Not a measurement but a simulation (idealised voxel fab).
Name of the process module below: voxel self aligned vias
Section cut is 235 nm wide and gridded with 5 nm square cells.
Cross-sections here: square-cell grids, written as top-down lists of bands, a band being one or more rows of cells.
Basically the band line says how high the top is and how high the bottom is, in nm, and then what's in it from left to right, every material with its width in nm. Empty space shows up as "empty", and if a single material carries "all across" it runs the full band edge to edge.
For the purposes of this specification, 0 denotes the height below which the wafer in its as-received condition is composed wholly of one material, and the lowermost band, lacking a lower limit, extends downward without end, as expressed in "top 0, no bottom".
With a width like "30..40", each row of cells in the band differs from the next by the same amount, the top row carrying the first number and the bottom row the second.
Step note "nothing different" = no cross-section cell changed.
"Sealed internal cavities": empty spaces of 8 cells or more with no open way to the top, each given as width x height at distance, distance from the left edge, all in nm.
On a step's line, text after the settings is the simulator commenting on that step.
When a step includes a mask, the "overlay nm" setting on its line states how far to the right of its planned place that mask lay, and negative values state how far to the left.
Pairs, read this way: before one process step on the one hand, after it on the other, the after cross-section ending at the lowest band that changed; the step between, settings included, beneath. Same starting wafer throughout, but possibly different runs of this module, so no pair continues from the pair above unless its entry headed "Structure before processing" says so.

Structure before processing:
  top 0, no bottom | Si all across
  Sealed internal cavities: none

Post-Step Snapshot:
  top 15, bottom 0 | SiO2 all across
  Rest of section, below 0: as before.
  Sealed internal cavities: none
The structure shown above changes from one cross-section to the other through CONFORMAL_DEP with material SiO2, thk nm 15

Structure before processing: see the after view in the pair directly above.

Post-Step Snapshot:
  top 20, bottom 15 | SiCN all across
  Rest of section, below 15: as before.
  Sealed internal cavities: none
The structure shown above changes from one cross-section to the other through CONFORMAL_DEP with material SiCN, thk nm 5

Structure before processing: see the after view in the pair directly above.

Post-Step Snapshot:
  top 50, bottom 20 | SiO2 all across
  Rest of section, below 20: as before.
  Sealed internal cavities: none
The structure shown above changes from one cross-section to the other through DIRECTIONAL_DEP with material SiO2, thk nm 30

Structure before processing: see the after view in the pair directly above.

Post-Step Snapshot:
  top 50, bottom 20 | 70 SiO2 / 30 empty / 35 SiO2 / 30 empty / 70 SiO2
  Rest of section, below 20: as before.
  Sealed internal cavities: none
The structure shown above changes from one cross-section to the other through MASKED_ETCH with tone open, mask id LINES, width nm 30, pitch nm 65, etch materials SiO2, depth nm 30, overlay nm 0

Structure before processing: see the after view in the pair directly above.

Post-Step Snapshot:
  top 55, bottom 50 | 75 TiN / 20 empty / 45 TiN / 20 empty / 75 TiN
  top 50, bottom 25 | 70 SiO2 / 5 TiN / 20 empty / 5 TiN / 35 SiO2 / 5 TiN / 20 empty / 5 TiN / 70 SiO2
  top 25, bottom 20 | 70 SiO2 / 30 TiN / 35 SiO2 / 30 TiN / 70 SiO2
  Rest of section, below 20: as before.
  Sealed internal cavities: none
The structure shown above changes from one cross-section to the other through CONFORMAL_DEP with material TiN, thk nm 5

Structure before processing: see the after view in the pair directly above.

Post-Step Snapshot:
  top 65, bottom 55 | Ru all across
  top 55, bottom 50 | 75 TiN / 20 Ru / 45 TiN / 20 Ru / 75 TiN
  top 50, bottom 25 | 70 SiO2 / 5 TiN / 20 Ru / 5 TiN / 35 SiO2 / 5 TiN / 20 Ru / 5 TiN / 70 SiO2
  Rest of section, below 25: as before.
  Sealed internal cavities: none
The structure shown above changes from one cross-section to the other through FILL_DEP with material Ru, thk nm 10

Structure before processing: see the after view in the pair directly above.

Post-Step Snapshot:
  top 50, bottom 25 | 70 SiO2 / 5 TiN / 20 Ru / 5 TiN / 35 SiO2 / 5 TiN / 20 Ru / 5 TiN / 70 SiO2
  Rest of section, below 25: as before.
  Sealed internal cavities: none
The structure shown above changes from one cross-section to the other through CMP with height nm 50

Structure before processing: see the after view in the pair directly above.

Post-Step Snapshot:
  top 50, bottom 45 | 70 SiO2 / 30 empty / 35 SiO2 / 30 empty / 70 SiO2
  Rest of section, below 45: as before.
  Sealed internal cavities: none
The structure shown above changes from one cross-section to the other through SELECTIVE_ETCH with etch materials W Ru TiN, depth nm 5

Structure before processing: see the after view in the pair directly above.

Post-Step Snapshot:
  top 55, bottom 50 | SiN all across
  top 50, bottom 45 | 70 SiO2 / 30 SiN / 35 SiO2 / 30 SiN / 70 SiO2
  Rest of section, below 45: as before.
  Sealed internal cavities: none
The structure shown above changes from one cross-section to the other through FILL_DEP with material SiN, thk nm 5

Structure before processing: see the after view in the pair directly above.

Post-Step Snapshot:
  top 50, bottom 45 | 70 SiO2 / 30 SiN / 35 SiO2 / 30 SiN / 70 SiO2
  Rest of section, below 45: as before.
  Sealed internal cavities: none
The structure shown above changes from one cross-section to the other through CMP with height nm 50

Structure before processing: see the after view in the pair directly above.

Post-Step Snapshot:
  top 70, bottom 50 | SiO2 all across
  Rest of section, below 50: as before.
  Sealed internal cavities: none
The structure shown above changes from one cross-section to the other through DIRECTIONAL_DEP with material SiO2, thk nm 20

Structure before processing: see the after view in the pair directly above.

Post-Step Snapshot:
  top 80, bottom 70 | aC all across
  Rest of section, below 70: as before.
  Sealed internal cavities: none
The structure shown above changes from one cross-section to the other through DIRECTIONAL_DEP with material aC, thk nm 10

Structure before processing: see the after view in the pair directly above.

Post-Step Snapshot:
  top 105, bottom 80 | 65 resist / 40 empty / 25 resist / 40 empty / 65 resist
  Rest of section, below 80: as before.
  Sealed internal cavities: none
The structure shown above changes from one cross-section to the other through PATTERN with tone open, mask id VIAS, material resist, width nm 40, pitch nm 65, thk nm 25, overlay nm 0

Structure before processing: see the after view in the pair directly above.

Post-Step Snapshot:
  top 95, bottom 80 | 65 resist / 40 empty / 25 resist / 40 empty / 65 resist
  top 80, bottom 70 | 65 aC / 40 empty / 25 aC / 40 empty / 65 aC
  Rest of section, below 70: as before.
  Sealed internal cavities: none
The structure shown above changes from one cross-section to the other through DIRECTIONAL_ETCH with etch materials aC, depth nm 10

Structure before processing: see the after view in the pair directly above.

Post-Step Snapshot:
  top 80, bottom 70 | 65 aC / 40 empty / 25 aC / 40 empty / 65 aC
  Rest of section, below 70: as before.
  Sealed internal cavities: none
The structure shown above changes from one cross-section to the other through STRIP with etch materials resist

Structure before processing: see the after view in the pair directly above.

Post-Step Snapshot:
  top 80, bottom 70 | 65 aC / 40 empty / 25 aC / 40 empty / 65 aC
  top 70, bottom 50 | 65 SiO2 / 40 empty / 25 SiO2 / 40 empty / 65 SiO2
  Rest of section, below 50: as before.
  Sealed internal cavities: none
The structure shown above changes from one cross-section to the other through DIRECTIONAL_ETCH with etch materials SiO2, depth nm 20

Structure before processing: see the after view in the pair directly above.

Post-Step Snapshot:
  top 80, bottom 70 | 65 aC / 40 empty / 25 aC / 40 empty / 65 aC
  top 70, bottom 50 | 65 SiO2 / 40 empty / 25 SiO2 / 40 empty / 65 SiO2
  top 50, bottom 45 | 70 SiO2 / 30 empty / 35 SiO2 / 30 empty / 70 SiO2
  Rest of section, below 45: as before.
  Sealed internal cavities: none
The structure shown above changes from one cross-section to the other through DIRECTIONAL_ETCH with etch materials SiN, depth nm 5

Structure before processing: see the after view in the pair directly above.

Post-Step Snapshot:
  top 70, bottom 50 | 65 SiO2 / 40 empty / 25 SiO2 / 40 empty / 65 SiO2
  Rest of section, below 50: as before.
  Sealed internal cavities: none
The structure shown above changes from one cross-section to the other through STRIP with etch materials aC

Structure before processing: see the after view in the pair directly above.

Post-Step Snapshot:
  top 75, bottom 70 | 70 TiN / 30 empty / 35 TiN / 30 empty / 70 TiN
  top 70, bottom 55 | 65 SiO2 / 5 TiN / 30 empty / 5 TiN / 25 SiO2 / 5 TiN / 30 empty / 5 TiN / 65 SiO2
  top 55, bottom 50 | 65 SiO2 / 10 TiN / 20 empty / 10 TiN / 25 SiO2 / 10 TiN / 20 empty / 10 TiN / 65 SiO2
  top 50, bottom 45 | 70 SiO2 / 30 TiN / 35 SiO2 / 30 TiN / 70 SiO2
  Rest of section, below 45: as before.
  Sealed internal cavities: none
The structure shown above changes from one cross-section to the other through CONFORMAL_DEP with material TiN, thk nm 5

Structure before processing: see the after view in the pair directly above.

Post-Step Snapshot:
  top 80, bottom 75 | W all across
  top 75, bottom 70 | 70 TiN / 30 W / 35 TiN / 30 W / 70 TiN
  top 70, bottom 55 | 65 SiO2 / 5 TiN / 30 W / 5 TiN / 25 SiO2 / 5 TiN / 30 W / 5 TiN / 65 SiO2
  top 55, bottom 50 | 65 SiO2 / 10 TiN / 20 W / 10 TiN / 25 SiO2 / 10 TiN / 20 W / 10 TiN / 65 SiO2
  Rest of section, below 50: as before.
  Sealed internal cavities: none
The structure shown above changes from one cross-section to the other through FILL_DEP with material W, thk nm 5

Structure before processing: see the after view in the pair directly above.

Post-Step Snapshot:
  top 70, bottom 55 | 65 SiO2 / 5 TiN / 30 W / 5 TiN / 25 SiO2 / 5 TiN / 30 W / 5 TiN / 65 SiO2
  Rest of section, below 55: as before.
  Sealed internal cavities: none
The structure shown above changes from one cross-section to the other through CMP with height nm 70

Structure before processing: see the after view in the pair directly above.

Post-Step Snapshot:
  top 75, bottom 70 | SiN all across
  Rest of section, below 70: as before.
  Sealed internal cavities: none
The structure shown above changes from one cross-section to the other through CONFORMAL_DEP with material SiN, thk nm 5

Structure before processing:
  top 0, no bottom | Si all across
  Sealed internal cavities: none

Post-Step Snapshot:
  top 5, bottom 0 | SiCN all across
  Rest of section, below 0: as before.
  Sealed internal cavities: none
The structure shown above changes from one cross-section to the other through CONFORMAL_DEP with material SiCN, thk nm 5

Structure before processing: see the after view in the pair directly above.

Post-Step Snapshot:
  top 35, bottom 5 | SiO2 all across
  Rest of section, below 5: as before.
  Sealed internal cavities: none
The structure shown above changes from one cross-section to the other through DIRECTIONAL_DEP with material SiO2, thk nm 30

Structure before processing: see the after view in the pair directly above.

Post-Step Snapshot:
  top 35, bottom 5 | 70 SiO2 / 30 empty / 35 SiO2 / 30 empty / 70 SiO2
  Rest of section, below 5: as before.
  Sealed internal cavities: none
The structure shown above changes from one cross-section to the other through MASKED_ETCH with tone open, mask id LINES, width nm 30, pitch nm 65, etch materials SiO2, depth nm 30, overlay nm 0

Structure before processing: see the after view in the pair directly above.

Post-Step Snapshot:
  top 40, bottom 35 | 75 TiN / 20 empty / 45 TiN / 20 empty / 75 TiN
  top 35, bottom 10 | 70 SiO2 / 5 TiN / 20 empty / 5 TiN / 35 SiO2 / 5 TiN / 20 empty / 5 TiN / 70 SiO2
  top 10, bottom 5 | 70 SiO2 / 30 TiN / 35 SiO2 / 30 TiN / 70 SiO2
  Rest of section, below 5: as before.
  Sealed internal cavities: none
The structure shown above changes from one cross-section to the other through CONFORMAL_DEP with material TiN, thk nm 5

Structure before processing: see the after view in the pair directly above.

Post-Step Snapshot:
  top 50, bottom 40 | Ru all across
  top 40, bottom 35 | 75 TiN / 20 Ru / 45 TiN / 20 Ru / 75 TiN
  top 35, bottom 10 | 70 SiO2 / 5 TiN / 20 Ru / 5 TiN / 35 SiO2 / 5 TiN / 20 Ru / 5 TiN / 70 SiO2
  Rest of section, below 10: as before.
  Sealed internal cavities: none
The structure shown above changes from one cross-section to the other through FILL_DEP with material Ru, thk nm 10

Structure before processing: see the after view in the pair directly above.

Post-Step Snapshot:
  top 45, bottom 40 | Ru all across
  Rest of section, below 40: as before.
  Sealed internal cavities: none
The structure shown above changes from one cross-section to the other through SELECTIVE_ETCH with etch materials W Ru TiN, depth nm 5

Structure before processing: see the after view in the pair directly above.

Post-Step Snapshot:
  top 50, bottom 45 | SiN all across
  Rest of section, below 45: as before.
  Sealed internal cavities: none
The structure shown above changes from one cross-section to the other through FILL_DEP with material SiN, thk nm 5

Structure before processing: see the after view in the pair directly above.

Post-Step Snapshot:
  top 70, bottom 50 | SiO2 all across
  Rest of section, below 50: as before.
  Sealed internal cavities: none
The structure shown above changes from one cross-section to the other through DIRECTIONAL_DEP with material SiO2, thk nm 20

Structure before processing: see the after view in the pair directly above.

Post-Step Snapshot:
  top 80, bottom 70 | aC all across
  Rest of section, below 70: as before.
  Sealed internal cavities: none
The structure shown above changes from one cross-section to the other through DIRECTIONAL_DEP with material aC, thk nm 10

Structure before processing: see the after view in the pair directly above.

Post-Step Snapshot:
  top 105, bottom 80 | 65 resist / 40 empty / 25 resist / 40 empty / 65 resist
  Rest of section, below 80: as before.
  Sealed internal cavities: none
The structure shown above changes from one cross-section to the other through PATTERN with tone open, mask id VIAS, material resist, width nm 40, pitch nm 65, thk nm 25, overlay nm 0

Structure before processing: see the after view in the pair directly above.

Post-Step Snapshot:
  top 95, bottom 80 | 65 resist / 40 empty / 25 resist / 40 empty / 65 resist
  top 80, bottom 70 | 65 aC / 40 empty / 25 aC / 40 empty / 65 aC
  Rest of section, below 70: as before.
  Sealed internal cavities: none
The structure shown above changes from one cross-section to the other through DIRECTIONAL_ETCH with etch materials aC, depth nm 10

Structure before processing: see the after view in the pair directly above.

Post-Step Snapshot:
  top 80, bottom 70 | 65 aC / 40 empty / 25 aC / 40 empty / 65 aC
  Rest of section, below 70: as before.
  Sealed internal cavities: none
The structure shown above changes from one cross-section to the other through STRIP with etch materials resist

Structure before processing: see the after view in the pair directly above.

Post-Step Snapshot:
  top 80, bottom 70 | 65 aC / 40 empty / 25 aC / 40 empty / 65 aC
  top 70, bottom 50 | 65 SiO2 / 40 empty / 25 SiO2 / 40 empty / 65 SiO2
  Rest of section, below 50: as before.
  Sealed internal cavities: none
The structure shown above changes from one cross-section to the other through DIRECTIONAL_ETCH with etch materials SiO2, depth nm 20

Structure before processing: see the after view in the pair directly above.

Post-Step Snapshot:
  top 80, bottom 70 | 65 aC / 40 empty / 25 aC / 40 empty / 65 aC
  top 70, bottom 50 | 65 SiO2 / 40 empty / 25 SiO2 / 40 empty / 65 SiO2
  top 50, bottom 45 | 65 SiN / 40 empty / 25 SiN / 40 empty / 65 SiN
  Rest of section, below 45: as before.
  Sealed internal cavities: none
The structure shown above changes from one cross-section to the other through DIRECTIONAL_ETCH with etch materials SiN, depth nm 5

Structure before processing: see the after view in the pair directly above.

Post-Step Snapshot:
  top 70, bottom 50 | 65 SiO2 / 40 empty / 25 SiO2 / 40 empty / 65 SiO2
  Rest of section, below 50: as before.
  Sealed internal cavities: none
The structure shown above changes from one cross-section to the other through STRIP with etch materials aC

Structure before processing: see the after view in the pair directly above.

Post-Step Snapshot:
  top 75, bottom 70 | 70 TiN / 30 empty / 35 TiN / 30 empty / 70 TiN
  top 70, bottom 50 | 65 SiO2 / 5 TiN / 30 empty / 5 TiN / 25 SiO2 / 5 TiN / 30 empty / 5 TiN / 65 SiO2
  top 50, bottom 45 | 65 SiN / 40 TiN / 25 SiN / 40 TiN / 65 SiN
  Rest of section, below 45: as before.
  Sealed internal cavities: none
The structure shown above changes from one cross-section to the other through CONFORMAL_DEP with material TiN, thk nm 5

Structure before processing: see the after view in the pair directly above.

Post-Step Snapshot:
  top 80, bottom 75 | W all across
  top 75, bottom 70 | 70 TiN / 30 W / 35 TiN / 30 W / 70 TiN
  top 70, bottom 50 | 65 SiO2 / 5 TiN / 30 W / 5 TiN / 25 SiO2 / 5 TiN / 30 W / 5 TiN / 65 SiO2
  Rest of section, below 50: as before.
  Sealed internal cavities: none
The structure shown above changes from one cross-section to the other through FILL_DEP with material W, thk nm 5

Structure before processing: see the after view in the pair directly above.

Post-Step Snapshot:
  top 70, bottom 50 | 65 SiO2 / 5 TiN / 30 W / 5 TiN / 25 SiO2 / 5 TiN / 30 W / 5 TiN / 65 SiO2
  Rest of section, below 50: as before.
  Sealed internal cavities: none
The structure shown above changes from one cross-section to the other through CMP with height nm 70

Structure before processing: see the after view in the pair directly above.

Post-Step Snapshot:
  top 75, bottom 70 | SiN all across
  Rest of section, below 70: as before.
  Sealed internal cavities: none
The structure shown above changes from one cross-section to the other through CONFORMAL_DEP with material SiN, thk nm 5

Structure before processing:
  top 80, bottom 70 | 65 aC / 40 empty / 25 aC / 40 empty / 65 aC
  top 70, bottom 50 | 65 SiO2 / 40 empty / 25 SiO2 / 40 empty / 65 SiO2
  top 50, bottom 45 | 70 SiO2 / 30 SiN / 35 SiO2 / 30 SiN / 70 SiO2
  top 45, bottom 25 | 70 SiO2 / 5 TiN / 20 Ru / 5 TiN / 35 SiO2 / 5 TiN / 20 Ru / 5 TiN / 70 SiO2
  top 25, bottom 20 | 70 SiO2 / 30 TiN / 35 SiO2 / 30 TiN / 70 SiO2
  top 20, bottom 15 | SiCN all across
  top 15, bottom 0 | SiO2 all across
  top 0, no bottom | Si all across
  Sealed internal cavities: none

Post-Step Snapshot:
  top 80, bottom 70 | 65 aC / 40 empty / 25 aC / 40 empty / 65 aC
  top 70, bottom 50 | 65 SiO2 / 40 empty / 25 SiO2 / 40 empty / 65 SiO2
  top 50, bottom 45 | 65 SiO2 / 5 empty / 30 SiN / 5 empty / 25 SiO2 / 5 empty / 30 SiN / 5 empty / 65 SiO2
  top 45, bottom 30 | 65 SiO2 / 5 empty / 5 TiN / 20 Ru / 5 TiN / 5 empty / 25 SiO2 / 5 empty / 5 TiN / 20 Ru / 5 TiN / 5 empty / 65 SiO2
  Rest of section, below 30: as before.
  Sealed internal cavities: none
The structure shown above changes from one cross-section to the other through DIRECTIONAL_ETCH with etch materials SiO2, depth nm 20

Structure before processing: see the after view in the pair directly above.

Post-Step Snapshot:
  top 80, bottom 70 | 65 aC / 40 empty / 25 aC / 40 empty / 65 aC
  top 70, bottom 45 | 65 SiO2 / 40 empty / 25 SiO2 / 40 empty / 65 SiO2
  Rest of section, below 45: as before.
  Sealed internal cavities: none
The structure shown above changes from one cross-section to the other through DIRECTIONAL_ETCH with etch materials SiN, depth nm 5

Structure before processing: see the after view in the pair directly above.

Post-Step Snapshot:
  top 70, bottom 45 | 65 SiO2 / 40 empty / 25 SiO2 / 40 empty / 65 SiO2
  Rest of section, below 45: as before.
  Sealed internal cavities: none
The structure shown above changes from one cross-section to the other through STRIP with etch materials aC

Structure before processing: see the after view in the pair directly above.

Post-Step Snapshot:
  top 75, bottom 70 | 70 TiN / 30 empty / 35 TiN / 30 empty / 70 TiN
  top 70, bottom 50 | 65 SiO2 / 5 TiN / 30 empty / 5 TiN / 25 SiO2 / 5 TiN / 30 empty / 5 TiN / 65 SiO2
  top 50, bottom 45 | 65 SiO2 / 40 TiN / 25 SiO2 / 40 TiN / 65 SiO2
  top 45, bottom 30 | 65 SiO2 / 10 TiN / 20 Ru / 10 TiN / 25 SiO2 / 10 TiN / 20 Ru / 10 TiN / 65 SiO2
  Rest of section, below 30: as before.
  Sealed internal cavities: none
The structure shown above changes from one cross-section to the other through CONFORMAL_DEP with material TiN, thk nm 5

Structure before processing: see the after view in the pair directly above.

Post-Step Snapshot:
  top 80, bottom 75 | W all across
  top 75, bottom 70 | 70 TiN / 30 W / 35 TiN / 30 W / 70 TiN
  top 70, bottom 50 | 65 SiO2 / 5 TiN / 30 W / 5 TiN / 25 SiO2 / 5 TiN / 30 W / 5 TiN / 65 SiO2
  Rest of section, below 50: as before.
  Sealed internal cavities: none
The structure shown above changes from one cross-section to the other through FILL_DEP with material W, thk nm 5

Structure before processing: see the after view in the pair directly above.

Post-Step Snapshot:
  top 70, bottom 50 | 65 SiO2 / 5 TiN / 30 W / 5 TiN / 25 SiO2 / 5 TiN / 30 W / 5 TiN / 65 SiO2
  Rest of section, below 50: as before.
  Sealed internal cavities: none
The structure shown above changes from one cross-section to the other through CMP with height nm 70

Structure before processing: see the after view in the pair directly above.

Post-Step Snapshot:
  top 75, bottom 70 | SiN all across
  Rest of section, below 70: as before.
  Sealed internal cavities: none
The structure shown above changes from one cross-section to the other through CONFORMAL_DEP with material SiN, thk nm 5

Structure before processing:
  top 5, bottom 0 | SiCN all across
  top 0, no bottom | Si all across
  Sealed internal cavities: none

Post-Step Snapshot:
  top 20, bottom 5 | SiO2 all across
  Rest of section, below 5: as before.
  Sealed internal cavities: none
The structure shown above changes from one cross-section to the other through CONFORMAL_DEP with material SiO2, thk nm 15

Structure before processing: see the after view in the pair directly above.

Post-Step Snapshot:
  top 50, bottom 5 | SiO2 all across
  Rest of section, below 5: as before.
  Sealed internal cavities: none
The structure shown above changes from one cross-section to the other through DIRECTIONAL_DEP with material SiO2, thk nm 30

Structure before processing: see the after view in the pair directly above.

Post-Step Snapshot:
  top 50, bottom 20 | 70 SiO2 / 30 empty / 35 SiO2 / 30 empty / 70 SiO2
  Rest of section, below 20: as before.
  Sealed internal cavities: none
The structure shown above changes from one cross-section to the other through MASKED_ETCH with tone open, mask id LINES, width nm 30, pitch nm 65, etch materials SiO2, depth nm 30, overlay nm 0

Structure before processing: see the after view in the pair directly above.

Post-Step Snapshot:
  top 55, bottom 50 | 75 TiN / 20 empty / 45 TiN / 20 empty / 75 TiN
  top 50, bottom 25 | 70 SiO2 / 5 TiN / 20 empty / 5 TiN / 35 SiO2 / 5 TiN / 20 empty / 5 TiN / 70 SiO2
  top 25, bottom 20 | 70 SiO2 / 30 TiN / 35 SiO2 / 30 TiN / 70 SiO2
  Rest of section, below 20: as before.
  Sealed internal cavities: none
The structure shown above changes from one cross-section to the other through CONFORMAL_DEP with material TiN, thk nm 5

Structure before processing: see the after view in the pair directly above.

Post-Step Snapshot:
  top 65, bottom 55 | Ru all across
  top 55, bottom 50 | 75 TiN / 20 Ru / 45 TiN / 20 Ru / 75 TiN
  top 50, bottom 25 | 70 SiO2 / 5 TiN / 20 Ru / 5 TiN / 35 SiO2 / 5 TiN / 20 Ru / 5 TiN / 70 SiO2
  Rest of section, below 25: as before.
  Sealed internal cavities: none
The structure shown above changes from one cross-section to the other through FILL_DEP with material Ru, thk nm 10

Structure before processing: see the after view in the pair directly above.

Post-Step Snapshot:
  top 50, bottom 25 | 70 SiO2 / 5 TiN / 20 Ru / 5 TiN / 35 SiO2 / 5 TiN / 20 Ru / 5 TiN / 70 SiO2
  Rest of section, below 25: as before.
  Sealed internal cavities: none
The structure shown above changes from one cross-section to the other through CMP with height nm 50

Structure before processing: see the after view in the pair directly above.

Post-Step Snapshot:
  top 50, bottom 45 | 70 SiO2 / 30 empty / 35 SiO2 / 30 empty / 70 SiO2
  Rest of section, below 45: as before.
  Sealed internal cavities: none
The structure shown above changes from one cross-section to the other through SELECTIVE_ETCH with etch materials W Ru TiN, depth nm 5

Structure before processing: see the after view in the pair directly above.

Post-Step Snapshot:
  top 55, bottom 50 | SiN all across
  top 50, bottom 45 | 70 SiO2 / 30 SiN / 35 SiO2 / 30 SiN / 70 SiO2
  Rest of section, below 45: as before.
  Sealed internal cavities: none
The structure shown above changes from one cross-section to the other through FILL_DEP with material SiN, thk nm 5

Structure before processing: see the after view in the pair directly above.

Post-Step Snapshot:
  top 50, bottom 45 | 70 SiO2 / 30 SiN / 35 SiO2 / 30 SiN / 70 SiO2
  Rest of section, below 45: as before.
  Sealed internal cavities: none
The structure shown above changes from one cross-section to the other through CMP with height nm 50

Structure before processing: see the after view in the pair directly above.

Post-Step Snapshot:
  top 70, bottom 50 | SiO2 all across
  Rest of section, below 50: as before.
  Sealed internal cavities: none
The structure shown above changes from one cross-section to the other through DIRECTIONAL_DEP with material SiO2, thk nm 20

Structure before processing: see the after view in the pair directly above.

Post-Step Snapshot:
  top 80, bottom 70 | aC all across
  Rest of section, below 70: as before.
  Sealed internal cavities: none
The structure shown above changes from one cross-section to the other through DIRECTIONAL_DEP with material aC, thk nm 10

Structure before processing: see the after view in the pair directly above.

Post-Step Snapshot:
  top 105, bottom 80 | 65 resist / 40 empty / 25 resist / 40 empty / 65 resist
  Rest of section, below 80: as before.
  Sealed internal cavities: none
The structure shown above changes from one cross-section to the other through PATTERN with tone open, mask id VIAS, material resist, width nm 40, pitch nm 65, thk nm 25, overlay nm 0

Structure before processing: see the after view in the pair directly above.

Post-Step Snapshot:
  top 95, bottom 80 | 65 resist / 40 empty / 25 resist / 40 empty / 65 resist
  top 80, bottom 70 | 65 aC / 40 empty / 25 aC / 40 empty / 65 aC
  Rest of section, below 70: as before.
  Sealed internal cavities: none
The structure shown above changes from one cross-section to the other through DIRECTIONAL_ETCH with etch materials aC, depth nm 10

Structure before processing: see the after view in the pair directly above.

Post-Step Snapshot:
  top 80, bottom 70 | 65 aC / 40 empty / 25 aC / 40 empty / 65 aC
  Rest of section, below 70: as before.
  Sealed internal cavities: none
The structure shown above changes from one cross-section to the other through STRIP with etch materials resist

Structure before processing: see the after view in the pair directly above.

Post-Step Snapshot:
  top 80, bottom 70 | 65 aC / 40 empty / 25 aC / 40 empty / 65 aC
  top 70, bottom 50 | 65 SiO2 / 40 empty / 25 SiO2 / 40 empty / 65 SiO2
  Rest of section, below 50: as before.
  Sealed internal cavities: none
The structure shown above changes from one cross-section to the other through DIRECTIONAL_ETCH with etch materials SiO2, depth nm 20

Structure before processing: see the after view in the pair directly above.

Post-Step Snapshot:
  top 80, bottom 70 | 65 aC / 40 empty / 25 aC / 40 empty / 65 aC
  top 70, bottom 50 | 65 SiO2 / 40 empty / 25 SiO2 / 40 empty / 65 SiO2
  top 50, bottom 45 | 70 SiO2 / 30 empty / 35 SiO2 / 30 empty / 70 SiO2
  Rest of section, below 45: as before.
  Sealed internal cavities: none
The structure shown above changes from one cross-section to the other through DIRECTIONAL_ETCH with etch materials SiN, depth nm 5

Structure before processing: see the after view in the pair directly above.

Post-Step Snapshot:
  top 70, bottom 50 | 65 SiO2 / 40 empty / 25 SiO2 / 40 empty / 65 SiO2
  Rest of section, below 50: as before.
  Sealed internal cavities: none
The structure shown above changes from one cross-section to the other through STRIP with etch materials aC

Structure before processing: see the after view in the pair directly above.

Post-Step Snapshot:
  top 75, bottom 70 | 70 TiN / 30 empty / 35 TiN / 30 empty / 70 TiN
  top 70, bottom 55 | 65 SiO2 / 5 TiN / 30 empty / 5 TiN / 25 SiO2 / 5 TiN / 30 empty / 5 TiN / 65 SiO2
  top 55, bottom 50 | 65 SiO2 / 10 TiN / 20 empty / 10 TiN / 25 SiO2 / 10 TiN / 20 empty / 10 TiN / 65 SiO2
  top 50, bottom 45 | 70 SiO2 / 30 TiN / 35 SiO2 / 30 TiN / 70 SiO2
  Rest of section, below 45: as before.
  Sealed internal cavities: none
The structure shown above changes from one cross-section to the other through CONFORMAL_DEP with material TiN, thk nm 5

Structure before processing: see the after view in the pair directly above.

Post-Step Snapshot:
  top 80, bottom 75 | W all across
  top 75, bottom 70 | 70 TiN / 30 W / 35 TiN / 30 W / 70 TiN
  top 70, bottom 55 | 65 SiO2 / 5 TiN / 30 W / 5 TiN / 25 SiO2 / 5 TiN / 30 W / 5 TiN / 65 SiO2
  top 55, bottom 50 | 65 SiO2 / 10 TiN / 20 W / 10 TiN / 25 SiO2 / 10 TiN / 20 W / 10 TiN / 65 SiO2
  Rest of section, below 50: as before.
  Sealed internal cavities: none
The structure shown above changes from one cross-section to the other through FILL_DEP with material W, thk nm 5

Structure before processing: see the after view in the pair directly above.

Post-Step Snapshot:
  top 70, bottom 55 | 65 SiO2 / 5 TiN / 30 W / 5 TiN / 25 SiO2 / 5 TiN / 30 W / 5 TiN / 65 SiO2
  Rest of section, below 55: as before.
  Sealed internal cavities: none
The structure shown above changes from one cross-section to the other through CMP with height nm 70

Structure before processing: see the after view in the pair directly above.

Post-Step Snapshot:
  top 75, bottom 70 | SiN all across
  Rest of section, below 70: as before.
  Sealed internal cavities: none
The structure shown above changes from one cross-section to the other through CONFORMAL_DEP with material SiN, thk nm 5

Structure before processing:
  top 65, bottom 55 | Ru all across
  top 55, bottom 50 | 75 TiN / 20 Ru / 45 TiN / 20 Ru / 75 TiN
  top 50, bottom 25 | 70 SiO2 / 5 TiN / 20 Ru / 5 TiN / 35 SiO2 / 5 TiN / 20 Ru / 5 TiN / 70 SiO2
  top 25, bottom 20 | 70 SiO2 / 30 TiN / 35 SiO2 / 30 TiN / 70 SiO2
  top 20, bottom 15 | SiCN all across
  top 15, bottom 0 | SiO2 all across
  top 0, no bottom | Si all across
  Sealed internal cavities: none

Post-Step Snapshot:
  top 45, bottom 25 | 70 SiO2 / 5 TiN / 20 Ru / 5 TiN / 35 SiO2 / 5 TiN / 20 Ru / 5 TiN / 70 SiO2
  Rest of section, below 25: as before.
  Sealed internal cavities: none
The structure shown above changes from one cross-section to the other through CMP with height nm 45

Structure before processing: see the after view in the pair directly above.

Post-Step Snapshot:
  top 45, bottom 40 | 70 SiO2 / 30 empty / 35 SiO2 / 30 empty / 70 SiO2
  Rest of section, below 40: as before.
  Sealed internal cavities: none
The structure shown above changes from one cross-section to the other through SELECTIVE_ETCH with etch materials W Ru TiN, depth nm 5

Structure before processing: see the after view in the pair directly above.

Post-Step Snapshot:
  top 50, bottom 45 | SiN all across
  top 45, bottom 40 | 70 SiO2 / 30 SiN / 35 SiO2 / 30 SiN / 70 SiO2
  Rest of section, below 40: as before.
  Sealed internal cavities: none
The structure shown above changes from one cross-section to the other through FILL_DEP with material SiN, thk nm 5

Structure before processing: see the after view in the pair directly above.

Post-Step Snapshot:
  top 70, bottom 50 | SiO2 all across
  Rest of section, below 50: as before.
  Sealed internal cavities: none
The structure shown above changes from one cross-section to the other through DIRECTIONAL_DEP with material SiO2, thk nm 20

Structure before processing: see the after view in the pair directly above.

Post-Step Snapshot:
  top 80, bottom 70 | aC all across
  Rest of section, below 70: as before.
  Sealed internal cavities: none
The structure shown above changes from one cross-section to the other through DIRECTIONAL_DEP with material aC, thk nm 10

Structure before processing: see the after view in the pair directly above.

Post-Step Snapshot:
  top 105, bottom 80 | 65 resist / 40 empty / 25 resist / 40 empty / 65 resist
  Rest of section, below 80: as before.
  Sealed internal cavities: none
The structure shown above changes from one cross-section to the other through PATTERN with tone open, mask id VIAS, material resist, width nm 40, pitch nm 65, thk nm 25, overlay nm 0

Structure before processing: see the after view in the pair directly above.

Post-Step Snapshot:
  top 95, bottom 80 | 65 resist / 40 empty / 25 resist / 40 empty / 65 resist
  top 80, bottom 70 | 65 aC / 40 empty / 25 aC / 40 empty / 65 aC
  Rest of section, below 70: as before.
  Sealed internal cavities: none
The structure shown above changes from one cross-section to the other through DIRECTIONAL_ETCH with etch materials aC, depth nm 10

Structure before processing: see the after view in the pair directly above.

Post-Step Snapshot:
  top 80, bottom 70 | 65 aC / 40 empty / 25 aC / 40 empty / 65 aC
  Rest of section, below 70: as before.
  Sealed internal cavities: none
The structure shown above changes from one cross-section to the other through STRIP with etch materials resist
